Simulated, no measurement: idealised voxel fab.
The process module that follows is named voxel wiring stack.
Xsec cut, 185 nm wide, square cell size 5 nm.
Think of the cross-section as a grid of square cells. We describe it in bands, top to bottom, and each band covers one or more rows of those cells.
The band entry comprises the height of the band's top followed by the height of its bottom, expressed in nm, and subsequently the band's materials from left to right, each stated together with its width in nm. Where a single material is marked with the word "everywhere", that material fills the band from edge to edge. The word "air" represents empty space.
Heights are measured from 0, the level below which the as-received wafer is all one material; the lowest band has no bottom and continues downward, written as in "top 0, no bottom".
It should be noted that a width expressed as "30 to 40" varies in equal increments from row to row of cells within the band, taking the value of the first number at the top row and that of the second number at the bottom row.
Step marked "no change"? Then no cell in the cross-section changed in it.
"Closed voids list": sealed empty spaces, 8 cells or more, no open way to top, listed width x height at distance, with distance from the left edge and width, height and distance in nm.
That trailing text on a step's line, after the settings, is the simulator's own remark on the step.
The "overlay nm" setting may appear on a step's line; for a step that uses a mask, it gives how far to the right of its planned position the mask lay, and a negative value indicates the left.
Each pair of cross-sections that follows straddles one process step: the one shows the state before the step, the other the state after it, down to the lowest band that changed and no further. The step in question, and its settings, are given under the pair. Note that a pair is not necessarily a continuation of the pair above it, since pairs can come from different runs of this module on the same starting wafer; it is a continuation only where its entry headed "Pre-process state" says so.

# Pre-process state
	top 150, bottom 135 = resist 60 nm, then air 15 nm, then resist 30 nm, then air 15 nm, then resist 65 nm
	top 135, bottom 125 = lowk 60 nm, then air 15 nm, then lowk 30 nm, then air 15 nm, then lowk 65 nm
	top 125, bottom 120 = SiCN 60 nm, then air 15 nm, then SiCN 30 nm, then air 15 nm, then SiCN 65 nm
	top 120, bottom 95 = SiO2 60 nm, then TiN 5 nm, then Cu 10 nm, then TiN 5 nm, then SiO2 25 nm, then TiN 5 nm, then Cu 10 nm, then TiN 5 nm, then SiO2 60 nm
	top 95, bottom 90 = SiCN 60 nm, then TiN 20 nm, then SiCN 25 nm, then TiN 20 nm, then SiCN 60 nm
	top 90, bottom 80 = lowk 60 nm, then TiN 5 nm, then W 5 nm, then TiN 5 nm, then lowk 110 nm
	top 80, bottom 75 = SiCN 60 nm, then TiN 15 nm, then SiCN 110 nm
	top 75, bottom 65 = Cu 70 nm, then TiN 5 nm, then SiO2 5 nm, then TiN 5 nm, then Cu 30 nm, then TiN 5 nm, then SiO2 5 nm, then TiN 5 nm, then Cu 55 nm
	top 65, bottom 60 = Cu 55 nm, then TiN 20 nm, then SiO2 5 nm, then TiN 5 nm, then Cu 15 nm, then TiN 20 nm, then SiO2 5 nm, then TiN 5 nm, then Cu 55 nm
	top 60, bottom 55 = TiN 60 nm, then SiO2 20 nm, then TiN 25 nm, then SiO2 20 nm, then TiN 60 nm
	top 55, bottom 40 = SiO2 everywhere
	top 40, bottom 35 = SiCN everywhere
	top 35, bottom 20 = lowk 55 nm, then SiN 5 nm, then W 20 nm, then SiN 5 nm, then lowk 15 nm, then SiN 5 nm, then W 20 nm, then SiN 5 nm, then lowk 55 nm
	top 20, bottom 15 = SiN 60 nm, then TiN 20 nm, then SiN 25 nm, then TiN 20 nm, then SiN 60 nm
	top 15, bottom 0 = SiO2 everywhere
	top 0, no bottom = Si everywhere
	Closed voids list: none

# Resulting Cross-Section
	top 135, bottom 125 = lowk 60 nm, then air 15 nm, then lowk 30 nm, then air 15 nm, then lowk 65 nm
	For the remainder of the cross-section, below 125, there is no change.
	Closed voids list: none
Operation between the pre and post cross-sections above: STRIP with etch materials resist

Pre-process state: The initial state for this step is given by the after cross-section of the immediately preceding pair.

# Resulting Cross-Section
	top 135, bottom 130 = lowk 60 nm, then air 15 nm, then lowk 30 nm, then air 15 nm, then lowk 65 nm
	top 130, bottom 125 = lowk 60 nm, then Ru 15 nm, then lowk 30 nm, then Ru 15 nm, then lowk 65 nm
	top 125, bottom 120 = SiCN 60 nm, then Ru 15 nm, then SiCN 30 nm, then Ru 15 nm, then SiCN 65 nm
	For the remainder of the cross-section, below 120, there is no change.
	Closed voids list: none
Operation between the pre and post cross-sections above: EPI with material Ru, thk nm 10

Pre-process state: The initial state for this step is given by the after cross-section of the immediately preceding pair.

# Resulting Cross-Section
	top 135, bottom 125 = lowk 60 nm, then Ru 15 nm, then lowk 30 nm, then Ru 15 nm, then lowk 65 nm
	For the remainder of the cross-section, below 125, there is no change.
	Closed voids list: none
Operation between the pre and post cross-sections above: EPI with material Ru, thk nm 5

Pre-process state: The initial state for this step is given by the after cross-section of the immediately preceding pair.

# Resulting Cross-Section
	top 140, bottom 135 = TiN everywhere
	For the remainder of the cross-section, below 135, there is no change.
	Closed voids list: none
Operation between the pre and post cross-sections above: DIRECTIONAL_DEP with material TiN, thk nm 5

Pre-process state: The initial state for this step is given by the after cross-section of the immediately preceding pair.

# Resulting Cross-Section
	top 165, bottom 140 = W everywhere
	For the remainder of the cross-section, below 140, there is no change.
	Closed voids list: none
Operation between the pre and post cross-sections above: DIRECTIONAL_DEP with material W, thk nm 25

Pre-process state: The initial state for this step is given by the after cross-section of the immediately preceding pair.

# Resulting Cross-Section
	top 165, bottom 140 = air 60 nm, then W 20 nm, then air 25 nm, then W 20 nm, then air 60 nm
	For the remainder of the cross-section, below 140, there is no change.
	Closed voids list: none
Operation between the pre and post cross-sections above: MASKED_ETCH with tone cover, mask id METAL_4, width nm 20, pitch nm 45, etch materials W, depth nm 25, overlay nm 0

Pre-process state: The initial state for this step is given by the after cross-section of the immediately preceding pair.

# Resulting Cross-Section
	top 165, bottom 140 = air 60 nm, then W 20 nm, then air 25 nm, then W 20 nm, then air 60 nm
	top 140, bottom 135 = air 60 nm, then TiN 20 nm, then air 25 nm, then TiN 20 nm, then air 60 nm
	For the remainder of the cross-section, below 135, there is no change.
	Closed voids list: none
Operation between the pre and post cross-sections above: MASKED_ETCH with tone cover, mask id METAL_4, width nm 20, pitch nm 45, etch materials TiN, depth nm 5, overlay nm 0

Pre-process state: The initial state for this step is given by the after cross-section of the immediately preceding pair.

# Resulting Cross-Section
	top 170, bottom 165 = air 55 nm, then SiN 30 nm, then air 15 nm, then SiN 30 nm, then air 55 nm
	top 165, bottom 140 = air 55 nm, then SiN 5 nm, then W 20 nm, then SiN 5 nm, then air 15 nm, then SiN 5 nm, then W 20 nm, then SiN 5 nm, then air 55 nm
	top 140, bottom 135 = SiN 60 nm, then TiN 20 nm, then SiN 25 nm, then TiN 20 nm, then SiN 60 nm
	For the remainder of the cross-section, below 135, there is no change.
	Closed voids list: none
Operation between the pre and post cross-sections above: CONFORMAL_DEP with material SiN, thk nm 5

Pre-process state: The initial state for this step is given by the after cross-section of the immediately preceding pair.

# Resulting Cross-Section
	top 180, bottom 170 = SiO2 everywhere
	top 170, bottom 165 = SiO2 55 nm, then SiN 30 nm, then SiO2 15 nm, then SiN 30 nm, then SiO2 55 nm
	top 165, bottom 140 = SiO2 55 nm, then SiN 5 nm, then W 20 nm, then SiN 5 nm, then SiO2 15 nm, then SiN 5 nm, then W 20 nm, then SiN 5 nm, then SiO2 55 nm
	For the remainder of the cross-section, below 140, there is no change.
	Closed voids list: none
Operation between the pre and post cross-sections above: FILL_DEP with material SiO2, thk nm 10

Pre-process state: The initial state for this step is given by the after cross-section of the immediately preceding pair.

# Resulting Cross-Section
	top 165, bottom 140 = SiO2 55 nm, then SiN 5 nm, then W 20 nm, then SiN 5 nm, then SiO2 15 nm, then SiN 5 nm, then W 20 nm, then SiN 5 nm, then SiO2 55 nm
	For the remainder of the cross-section, below 140, there is no change.
	Closed voids list: none
Operation between the pre and post cross-sections above: CMP with height nm 165

Pre-process state: The initial state for this step is given by the after cross-section of the immediately preceding pair.

# Resulting Cross-Section
	top 170, bottom 165 = SiN everywhere
	For the remainder of the cross-section, below 165, there is no change.
	Closed voids list: none
Operation between the pre and post cross-sections above: CONFORMAL_DEP with material SiN, thk nm 5
